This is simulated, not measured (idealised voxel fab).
Module name: voxel self aligned contacts (process module)
We display cut, a cross-section 205 nm in width whose square cells are each 5 nm.
Just so we're on the same page, the cross-sections are grids of square cells, and they're listed out in bands top to bottom, each band one or more rows deep. Top, bottom (nm), then materials left to right with widths (nm); lone material tagged "all across" fills the whole band edge to edge; "air" = empty space. Ref level 0: as-received wafer is one material below here. Bottom band extends down with no lower bound ("0..down"). Width: "30 to 40" (first number = top row, second number = bottom row, same change from row to row of cells). Key: "no change" - step with no changed cell in the cross-section. Entry "Entrapped voids" = empty spaces >= 8 cells with no open way to the top; each as width x height at distance, distance from left edge, all nm. On each step's line, the part that comes after the settings is the simulator's own comment on the step. The setting "overlay nm" may be written on the line of a step. When the step uses a mask, the value reports how far to the right of the planned place the mask lay, and a negative value reports that it lay to the left. Structure of the following material. The material consists of pairs of cross-sections. Each pair comprises the cross-section before one process step and the cross-section after that step, the latter shown only down to the lowest band that changed. The step between the cross-sections is specified beneath each pair, including its settings. Pairs are not necessarily consecutive: they may derive from different runs of this module performed on the same starting wafer. Continuity with the pair above is to be assumed only where the entry headed "Pre-step view" of the pair in question states it.
## Pre-step view
> 60..50 = 85 nm aC; 40 nm air; 80 nm aC
> 50..40 = SiO2 all across
> 40..25 = 50 nm SiO2; 40 nm SiN; 25 nm SiO2; 40 nm SiN; 50 nm SiO2
> 25..5 = 50 nm SiO2; 5 nm SiN; 30 nm polySi; 5 nm SiN; 25 nm SiO2; 5 nm SiN; 30 nm polySi; 5 nm SiN; 50 nm SiO2
> 5..0 = SiO2 all across
> 0..down = Si all across
> Entrapped voids: none
## Post-Step Snapshot
> 60..50 = 85 nm aC; 40 nm air; 80 nm aC
> 50..40 = 85 nm SiO2; 40 nm air; 80 nm SiO2
> 40..25 = 50 nm SiO2; 40 nm SiN; 25 nm air; 40 nm SiN; 50 nm SiO2
> 25..5 = 50 nm SiO2; 5 nm SiN; 30 nm polySi; 5 nm SiN; 25 nm air; 5 nm SiN; 30 nm polySi; 5 nm SiN; 50 nm SiO2
> 5..0 = 90 nm SiO2; 25 nm air; 90 nm SiO2
> Below 0, the layers are the same as they were.
> Entrapped voids: none
Which step turns the before cross-section above into the after cross-section? DIRECTIONAL_ETCH: etch materials SiO2, depth nm 50
Pre-step view: taken from the pair above, after panel.
## Post-Step Snapshot
> 50..40 = 85 nm SiO2; 40 nm air; 80 nm SiO2
> Below 40, the layers are the same as they were.
> Entrapped voids: none
Which step turns the before cross-section above into the after cross-section? STRIP: etch materials aC
Pre-step view: taken from the pair above, after panel.
## Post-Step Snapshot
> 55..50 = 90 nm TiN; 30 nm air; 85 nm TiN
> 50..40 = 85 nm SiO2; 5 to 10 nm TiN; 30 to 15 nm air; 5 to 15 nm TiN; 80 nm SiO2
> 40..25 = 50 nm SiO2; 40 nm SiN; 5 nm TiN; 15 nm air; 5 nm TiN; 40 nm SiN; 50 nm SiO2
> 25..5 = 50 nm SiO2; 5 nm SiN; 30 nm polySi; 5 nm SiN; 5 nm TiN; 15 nm air; 5 nm TiN; 5 nm SiN; 30 nm polySi; 5 nm SiN; 50 nm SiO2
> 5..0 = 90 nm SiO2; 25 nm TiN; 90 nm SiO2
> Below 0, the layers are the same as they were.
> Entrapped voids: none
Which step turns the before cross-section above into the after cross-section? CONFORMAL_DEP: material TiN, thk nm 5
Pre-step view: taken from the pair above, after panel.
## Post-Step Snapshot
> 65..55 = W all across
> 55..50 = 90 nm TiN; 30 nm W; 85 nm TiN
> 50..40 = 85 nm SiO2; 5 to 10 nm TiN; 30 to 15 nm W; 5 to 15 nm TiN; 80 nm SiO2
> 40..25 = 50 nm SiO2; 40 nm SiN; 5 nm TiN; 15 nm W; 5 nm TiN; 40 nm SiN; 50 nm SiO2
> 25..5 = 50 nm SiO2; 5 nm SiN; 30 nm polySi; 5 nm SiN; 5 nm TiN; 15 nm W; 5 nm TiN; 5 nm SiN; 30 nm polySi; 5 nm SiN; 50 nm SiO2
> Below 5, the layers are the same as they were.
> Entrapped voids: none
Which step turns the before cross-section above into the after cross-section? FILL_DEP: material W, thk nm 10
Pre-step view: taken from the pair above, after panel.
## Post-Step Snapshot
> 50..40 = 85 nm SiO2; 5 to 10 nm TiN; 30 to 15 nm W; 5 to 15 nm TiN; 80 nm SiO2
> Below 40, the layers are the same as they were.
> Entrapped voids: none
Which step turns the before cross-section above into the after cross-section? CMP: height nm 50
Pre-step view: taken from the pair above, after panel.
## Post-Step Snapshot
> 55..50 = SiN all across
> Below 50, the layers are the same as they were.
> Entrapped voids: none
Which step turns the before cross-section above into the after cross-section? CONFORMAL_DEP: material SiN, thk nm 5
## Pre-step view
> 60..50 = aC all across
> 50..40 = SiO2 all across
> 40..25 = 50 nm SiO2; 40 nm SiN; 25 nm SiO2; 40 nm SiN; 50 nm SiO2
> 25..5 = 50 nm SiO2; 5 nm SiN; 30 nm polySi; 5 nm SiN; 25 nm SiO2; 5 nm SiN; 30 nm polySi; 5 nm SiN; 50 nm SiO2
> 5..0 = SiO2 all across
> 0..down = Si all across
> Entrapped voids: none
## Post-Step Snapshot
> 85..60 = 75 nm resist; 45 nm air; 85 nm resist
> Below 60, the layers are the same as they were.
> Entrapped voids: none
Which step turns the before cross-section above into the after cross-section? PATTERN: tone open, mask id CONTACT, material resist, width nm 45, thk nm 25, overlay nm -5
Pre-step view: taken from the pair above, after panel.
## Post-Step Snapshot
> 75..60 = 75 nm resist; 45 nm air; 85 nm resist
> 60..50 = 75 nm aC; 45 nm air; 85 nm aC
> Below 50, the layers are the same as they were.
> Entrapped voids: none
Which step turns the before cross-section above into the after cross-section? DIRECTIONAL_ETCH: etch materials aC, depth nm 10
Pre-step view: taken from the pair above, after panel.
## Post-Step Snapshot
> 60..50 = 75 nm aC; 45 nm air; 85 nm aC
> Below 50, the layers are the same as they were.
> Entrapped voids: none
Which step turns the before cross-section above into the after cross-section? STRIP: etch materials resist
Pre-step view: taken from the pair above, after panel.
## Post-Step Snapshot
> 60..50 = 75 nm aC; 45 nm air; 85 nm aC
> 50..40 = 75 nm SiO2; 45 nm air; 85 nm SiO2
> 40..25 = 50 nm SiO2; 40 nm SiN; 25 nm air; 40 nm SiN; 50 nm SiO2
> 25..5 = 50 nm SiO2; 5 nm SiN; 30 nm polySi; 5 nm SiN; 25 nm air; 5 nm SiN; 30 nm polySi; 5 nm SiN; 50 nm SiO2
> 5..0 = 90 nm SiO2; 25 nm air; 90 nm SiO2
> Below 0, the layers are the same as they were.
> Entrapped voids: none
Which step turns the before cross-section above into the after cross-section? DIRECTIONAL_ETCH: etch materials SiO2, depth nm 50
Pre-step view: taken from the pair above, after panel.
## Post-Step Snapshot
> 50..40 = 75 nm SiO2; 45 nm air; 85 nm SiO2
> Below 40, the layers are the same as they were.
> Entrapped voids: none
Which step turns the before cross-section above into the after cross-section? STRIP: etch materials aC
Pre-step view: taken from the pair above, after panel.
## Post-Step Snapshot
> 55..50 = 80 nm TiN; 35 nm air; 90 nm TiN
> 50..40 = 75 nm SiO2; 5 to 20 nm TiN; 35 to 15 nm air; 5 to 10 nm TiN; 85 nm SiO2
> 40..25 = 50 nm SiO2; 40 nm SiN; 5 nm TiN; 15 nm air; 5 nm TiN; 40 nm SiN; 50 nm SiO2
> 25..5 = 50 nm SiO2; 5 nm SiN; 30 nm polySi; 5 nm SiN; 5 nm TiN; 15 nm air; 5 nm TiN; 5 nm SiN; 30 nm polySi; 5 nm SiN; 50 nm SiO2
> 5..0 = 90 nm SiO2; 25 nm TiN; 90 nm SiO2
> Below 0, the layers are the same as they were.
> Entrapped voids: none
Which step turns the before cross-section above into the after cross-section? CONFORMAL_DEP: material TiN, thk nm 5
Pre-step view: taken from the pair above, after panel.
## Post-Step Snapshot
> 65..55 = W all across
> 55..50 = 80 nm TiN; 35 nm W; 90 nm TiN
> 50..40 = 75 nm SiO2; 5 to 20 nm TiN; 35 to 15 nm W; 5 to 10 nm TiN; 85 nm SiO2
> 40..25 = 50 nm SiO2; 40 nm SiN; 5 nm TiN; 15 nm W; 5 nm TiN; 40 nm SiN; 50 nm SiO2
> 25..5 = 50 nm SiO2; 5 nm SiN; 30 nm polySi; 5 nm SiN; 5 nm TiN; 15 nm W; 5 nm TiN; 5 nm SiN; 30 nm polySi; 5 nm SiN; 50 nm SiO2
> Below 5, the layers are the same as they were.
> Entrapped voids: none
Which step turns the before cross-section above into the after cross-section? FILL_DEP: material W, thk nm 10
Pre-step view: taken from the pair above, after panel.
## Post-Step Snapshot
> 50..40 = 75 nm SiO2; 5 to 20 nm TiN; 35 to 15 nm W; 5 to 10 nm TiN; 85 nm SiO2
> Below 40, the layers are the same as they were.
> Entrapped voids: none
Which step turns the before cross-section above into the after cross-section? CMP: height nm 50
Pre-step view: taken from the pair above, after panel.
## Post-Step Snapshot
> 55..50 = SiN all across
> Below 50, the layers are the same as they were.
> Entrapped voids: none
Which step turns the before cross-section above into the after cross-section? CONFORMAL_DEP: material SiN, thk nm 5
## Pre-step view
> 25..5 = polySi all across
> 5..0 = SiO2 all across
> 0..down = Si all across
> Entrapped voids: none
## Post-Step Snapshot
> 40..25 = TiN all across
> Below 25, the layers are the same as they were.
> Entrapped voids: none
Which step turns the before cross-section above into the after cross-section? DIRECTIONAL_DEP: material TiN, thk nm 15
Pre-step view: taken from the pair above, after panel.
## Post-Step Snapshot
> 45..40 = SiN all across
> Below 40, the layers are the same as they were.
> Entrapped voids: none
Which step turns the before cross-section above into the after cross-section? CONFORMAL_DEP: material SiN, thk nm 5
Pre-step view: taken from the pair above, after panel.
## Post-Step Snapshot
> 40..25 = TiN all across
> Below 25, the layers are the same as they were.
> Entrapped voids: none
Which step turns the before cross-section above into the after cross-section? DIRECTIONAL_ETCH: etch materials SiN, depth nm 5
Pre-step view: taken from the pair above, after panel.
## Post-Step Snapshot
> 60..40 = SiO2 all across
> Below 40, the layers are the same as they were.
> Entrapped voids: none
Which step turns the before cross-section above into the after cross-section? FILL_DEP: material SiO2, thk nm 20
Pre-step view: taken from the pair above, after panel.
## Post-Step Snapshot
> 50..40 = SiO2 all across
> Below 40, the layers are the same as they were.
> Entrapped voids: none
Which step turns the before cross-section above into the after cross-section? CMP: height nm 50
Pre-step view: taken from the pair above, after panel.
## Post-Step Snapshot
> 60..50 = aC all across
> Below 50, the layers are the same as they were.
> Entrapped voids: none
Which step turns the before cross-section above into the after cross-section? DIRECTIONAL_DEP: material aC, thk nm 10
Pre-step view: taken from the pair above, after panel.
## Post-Step Snapshot
> 85..60 = 80 nm resist; 45 nm air; 80 nm resist
> Below 60, the layers are the same as they were.
> Entrapped voids: none
Which step turns the before cross-section above into the after cross-section? PATTERN: tone open, mask id CONTACT, material resist, width nm 45, thk nm 25, overlay nm 0
Pre-step view: taken from the pair above, after panel.
## Post-Step Snapshot
> 75..60 = 80 nm resist; 45 nm air; 80 nm resist
> 60..50 = 80 nm aC; 45 nm air; 80 nm aC
> Below 50, the layers are the same as they were.
> Entrapped voids: none
Which step turns the before cross-section above into the after cross-section? DIRECTIONAL_ETCH: etch materials aC, depth nm 10
Pre-step view: taken from the pair above, after panel.
## Post-Step Snapshot
> 60..50 = 80 nm aC; 45 nm air; 80 nm aC
> Below 50, the layers are the same as they were.
> Entrapped voids: none
Which step turns the before cross-section above into the after cross-section? STRIP: etch materials resist
Pre-step view: taken from the pair above, after panel.
## Post-Step Snapshot
> 60..50 = 80 nm aC; 45 nm air; 80 nm aC
> 50..40 = 80 nm SiO2; 45 nm air; 80 nm SiO2
> Below 40, the layers are the same as they were.
> Entrapped voids: none
Which step turns the before cross-section above into the after cross-section? DIRECTIONAL_ETCH: etch materials SiO2, depth nm 50
Pre-step view: taken from the pair above, after panel.
## Post-Step Snapshot
> 50..40 = 80 nm SiO2; 45 nm air; 80 nm SiO2
> Below 40, the layers are the same as they were.
> Entrapped voids: none
Which step turns the before cross-section above into the after cross-section? STRIP: etch materials aC
Pre-step view: taken from the pair above, after panel.
## Post-Step Snapshot
> 55..50 = 85 nm TiN; 35 nm air; 85 nm TiN
> 50..45 = 80 nm SiO2; 5 nm TiN; 35 nm air; 5 nm TiN; 80 nm SiO2
> 45..40 = 80 nm SiO2; 45 nm TiN; 80 nm SiO2
> Below 40, the layers are the same as they were.
> Entrapped voids: none
Which step turns the before cross-section above into the after cross-section? CONFORMAL_DEP: material TiN, thk nm 5
Pre-step view: taken from the pair above, after panel.
## Post-Step Snapshot
> 65..55 = W all across
> 55..50 = 85 nm TiN; 35 nm W; 85 nm TiN
> 50..45 = 80 nm SiO2; 5 nm TiN; 35 nm W; 5 nm TiN; 80 nm SiO2
> Below 45, the layers are the same as they were.
> Entrapped voids: none
Which step turns the before cross-section above into the after cross-section? FILL_DEP: material W, thk nm 10
Pre-step view: taken from the pair above, after panel.
## Post-Step Snapshot
> 50..45 = 80 nm SiO2; 5 nm TiN; 35 nm W; 5 nm TiN; 80 nm SiO2
> Below 45, the layers are the same as they were.
> Entrapped voids: none
Which step turns the before cross-section above into the after cross-section? CMP: height nm 50
Pre-step view: taken from the pair above, after panel.
## Post-Step Snapshot
> 55..50 = SiN all across
> Below 50, the layers are the same as they were.
> Entrapped voids: none
Which step turns the before cross-section above into the after cross-section? CONFORMAL_DEP: material SiN, thk nm 5
## Pre-step view
> 60..50 = aC all across
> 50..40 = SiO2 all across
> 40..25 = 50 nm SiO2; 40 nm SiN; 25 nm SiO2; 40 nm SiN; 50 nm SiO2
> 25..5 = 50 nm SiO2; 5 nm SiN; 30 nm polySi; 5 nm SiN; 25 nm SiO2; 5 nm SiN; 30 nm polySi; 5 nm SiN; 50 nm SiO2
> 5..0 = SiO2 all across
> 0..down = Si all across
> Entrapped voids: none
## Post-Step Snapshot
> 85..60 = 80 nm air; 45 nm resist; 80 nm air
> Below 60, the layers are the same as they were.
> Entrapped voids: none
Which step turns the before cross-section above into the after cross-section? PATTERN: tone cover, mask id CONTACT, material resist, width nm 45, thk nm 25, overlay nm 0
Pre-step view: taken from the pair above, after panel.
## Post-Step Snapshot
> 75..60 = 80 nm air; 45 nm resist; 80 nm air
> 60..50 = 80 nm air; 45 nm aC; 80 nm air
> Below 50, the layers are the same as they were.
> Entrapped voids: none
Which step turns the before cross-section above into the after cross-section? DIRECTIONAL_ETCH: etch materials aC, depth nm 10
Pre-step view: taken from the pair above, after panel.
## Post-Step Snapshot
> 60..50 = 80 nm air; 45 nm aC; 80 nm air
> Below 50, the layers are the same as they were.
> Entrapped voids: none
Which step turns the before cross-section above into the after cross-section? STRIP: etch materials resist
Pre-step view: taken from the pair above, after panel.
## Post-Step Snapshot
> 60..50 = 80 nm air; 45 nm aC; 80 nm air
> 50..40 = 80 nm air; 45 nm SiO2; 80 nm air
> 40..25 = 50 nm air; 40 nm SiN; 25 nm SiO2; 40 nm SiN; 50 nm air
> 25..5 = 50 nm air; 5 nm SiN; 30 nm polySi; 5 nm SiN; 25 nm SiO2; 5 nm SiN; 30 nm polySi; 5 nm SiN; 50 nm air
> 5..0 = 50 nm air; 105 nm SiO2; 50 nm air
> Below 0, the layers are the same as they were.
> Entrapped voids: none
Which step turns the before cross-section above into the after cross-section? DIRECTIONAL_ETCH: etch materials SiO2, depth nm 50
Pre-step view: taken from the pair above, after panel.
## Post-Step Snapshot
> 50..40 = 80 nm air; 45 nm SiO2; 80 nm air
> Below 40, the layers are the same as they were.
> Entrapped voids: none
Which step turns the before cross-section above into the after cross-section? STRIP: etch materials aC
Pre-step view: taken from the pair above, after panel.
## Post-Step Snapshot
> 55..50 = 75 nm air; 55 nm TiN; 75 nm air
> 50..40 = 75 to 45 nm air; 5 to 35 nm TiN; 45 nm SiO2; 5 to 35 nm TiN; 75 to 45 nm air
> 40..25 = 45 nm air; 5 nm TiN; 40 nm SiN; 25 nm SiO2; 40 nm SiN; 5 nm TiN; 45 nm air
> 25..5 = 45 nm air; 5 nm TiN; 5 nm SiN; 30 nm polySi; 5 nm SiN; 25 nm SiO2; 5 nm SiN; 30 nm polySi; 5 nm SiN; 5 nm TiN; 45 nm air
> 5..0 = 50 nm TiN; 105 nm SiO2; 50 nm TiN
> Below 0, the layers are the same as they were.
> Entrapped voids: none
Which step turns the before cross-section above into the after cross-section? CONFORMAL_DEP: material TiN, thk nm 5
Pre-step view: taken from the pair above, after panel.
## Post-Step Snapshot
> 65..55 = W all across
> 55..50 = 75 nm W; 55 nm TiN; 75 nm W
> 50..40 = 75 to 45 nm W; 5 to 35 nm TiN; 45 nm SiO2; 5 to 35 nm TiN; 75 to 45 nm W
> 40..25 = 45 nm W; 5 nm TiN; 40 nm SiN; 25 nm SiO2; 40 nm SiN; 5 nm TiN; 45 nm W
> 25..5 = 45 nm W; 5 nm TiN; 5 nm SiN; 30 nm polySi; 5 nm SiN; 25 nm SiO2; 5 nm SiN; 30 nm polySi; 5 nm SiN; 5 nm TiN; 45 nm W
> Below 5, the layers are the same as they were.
> Entrapped voids: none
Which step turns the before cross-section above into the after cross-section? FILL_DEP: material W, thk nm 10
Pre-step view: taken from the pair above, after panel.
## Post-Step Snapshot
> 50..40 = 75 to 45 nm W; 5 to 35 nm TiN; 45 nm SiO2; 5 to 35 nm TiN; 75 to 45 nm W
> Below 40, the layers are the same as they were.
> Entrapped voids: none
Which step turns the before cross-section above into the after cross-section? CMP: height nm 50
Pre-step view: taken from the pair above, after panel.
## Post-Step Snapshot
> 55..50 = SiN all across
> Below 50, the layers are the same as they were.
> Entrapped voids: none
Which step turns the before cross-section above into the after cross-section? CONFORMAL_DEP: material SiN, thk nm 5
